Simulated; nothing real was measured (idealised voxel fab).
process module | voxel self aligned vias
cross-section cut | 285 nm wide | cells 5 nm
A cross-section is a grid of square cells, given in bands from the top down. A band is one or more rows of cells.
Each band's line starts with the height of the band's top and of its bottom, in nm. Then come its materials from left to right, each with its width in nm. One material with "throughout" fills the band from edge to edge. "air" is empty space.
Height 0 is the level under which the wafer as received is all one material. The lowest band goes on downwards, as in "0 down".
A width such as "30 to 40" changes by the same amount from each row of cells to the next, from the band's top row to its bottom row.
"no change" after a step means that no cell of the cross-section changed.
closed voids: empty space of 8 cells or more with no open way to the top, each as width x height at its distance from the left edge, in nm
after a step's settings: what the simulator itself notes on the step
overlay nm, on a step with a mask: how far to the right of its planned place the mask lay; to the left if negative
plan
1 op RECEIVE | material Si
2 op CONFORMAL_DEP | material SiO2 | thk nm 10
3 op CONFORMAL_DEP | material SiCN | thk nm 5
4 op DIRECTIONAL_DEP | material SiO2 | thk nm 25
5 op PATTERN | tone open | mask id LINES | material resist | width nm 20 | pitch nm 55 | thk nm 15 | overlay nm 0
6 op DIRECTIONAL_ETCH | etch materials SiO2 | depth nm 25
7 op STRIP | etch materials resist
8 op CONFORMAL_DEP | material TiN | thk nm 5
9 op FILL_DEP | material Ru | thk nm 5
10 op CMP | height nm 40
11 op SELECTIVE_ETCH | etch materials W Ru TiN | depth nm 10
12 op FILL_DEP | material SiN | thk nm 5
13 op CMP | height nm 40
14 op DIRECTIONAL_DEP | material SiO2 | thk nm 20
15 op PATTERN | tone open | mask id VIAS | material resist | width nm 40 | pitch nm 110 | thk nm 20 | overlay nm 0
16 op DIRECTIONAL_ETCH | etch materials SiO2 | depth nm 20
17 op DIRECTIONAL_ETCH | etch materials SiN | depth nm 10
18 op STRIP | etch materials resist
19 op CONFORMAL_DEP | material TiN | thk nm 5
20 op FILL_DEP | material Ru | thk nm 5
21 op CMP | height nm 60
22 op CONFORMAL_DEP | material SiCN | thk nm 5
as received, after step 1
  0 down: Si throughout
  closed voids: none
first wafer at the end, as planned
  65 to 60: SiCN throughout
  60 to 45: SiO2 65 | TiN 5 | Ru 30 | TiN 5 | SiO2 70 | TiN 5 | Ru 30 | TiN 5 | SiO2 70
  45 to 40: SiO2 65 | TiN 15 | Ru 10 | TiN 15 | SiO2 70 | TiN 15 | Ru 10 | TiN 15 | SiO2 70
  40 to 35: SiO2 75 | TiN 5 | Ru 10 | TiN 5 | SiO2 35 | SiN 20 | SiO2 35 | TiN 5 | Ru 10 | TiN 5 | SiO2 80
  35 to 30: SiO2 75 | TiN 20 | SiO2 35 | SiN 20 | SiO2 35 | TiN 20 | SiO2 80
  30 to 20: SiO2 75 | TiN 5 | Ru 10 | TiN 5 | SiO2 35 | TiN 5 | Ru 10 | TiN 5 | SiO2 35 | TiN 5 | Ru 10 | TiN 5 | SiO2 80
  20 to 15: SiO2 75 | TiN 20 | SiO2 35 | TiN 20 | SiO2 35 | TiN 20 | SiO2 80
  15 to 10: SiCN throughout
  10 to 0: SiO2 throughout
  0 down: Si throughout
  closed voids: none
second wafer at the end: like start, like plan, one mistake
  65 to 60: SiCN throughout
  60 to 45: SiO2 65 | TiN 5 | Ru 30 | TiN 5 | SiO2 70 | TiN 5 | Ru 30 | TiN 5 | SiO2 70
  45 to 40: SiO2 65 | TiN 5 | Ru 10 | TiN 25 | SiO2 70 | TiN 5 | Ru 10 | TiN 25 | SiO2 70
  40 to 35: SiO2 65 | TiN 5 | Ru 10 | TiN 5 | SiO2 35 | SiN 20 | SiO2 35 | TiN 5 | Ru 10 | TiN 5 | SiO2 90
  35 to 30: SiO2 65 | TiN 20 | SiO2 35 | SiN 20 | SiO2 35 | TiN 20 | SiO2 90
  30 to 20: SiO2 65 | TiN 5 | Ru 10 | TiN 5 | SiO2 35 | TiN 5 | Ru 10 | TiN 5 | SiO2 35 | TiN 5 | Ru 10 | TiN 5 | SiO2 90
  20 to 15: SiO2 65 | TiN 20 | SiO2 35 | TiN 20 | SiO2 35 | TiN 20 | SiO2 90
  15 to 10: SiCN throughout
  10 to 0: SiO2 throughout
  0 down: Si throughout
  closed voids: none
what went wrong: step 5 ran as: op PATTERN | tone open | mask id LINES | material resist | width nm 20 | pitch nm 55 | thk nm 15 | overlay nm -10
at the end the second wafer has, in cells: as many of each material as the first, in other places
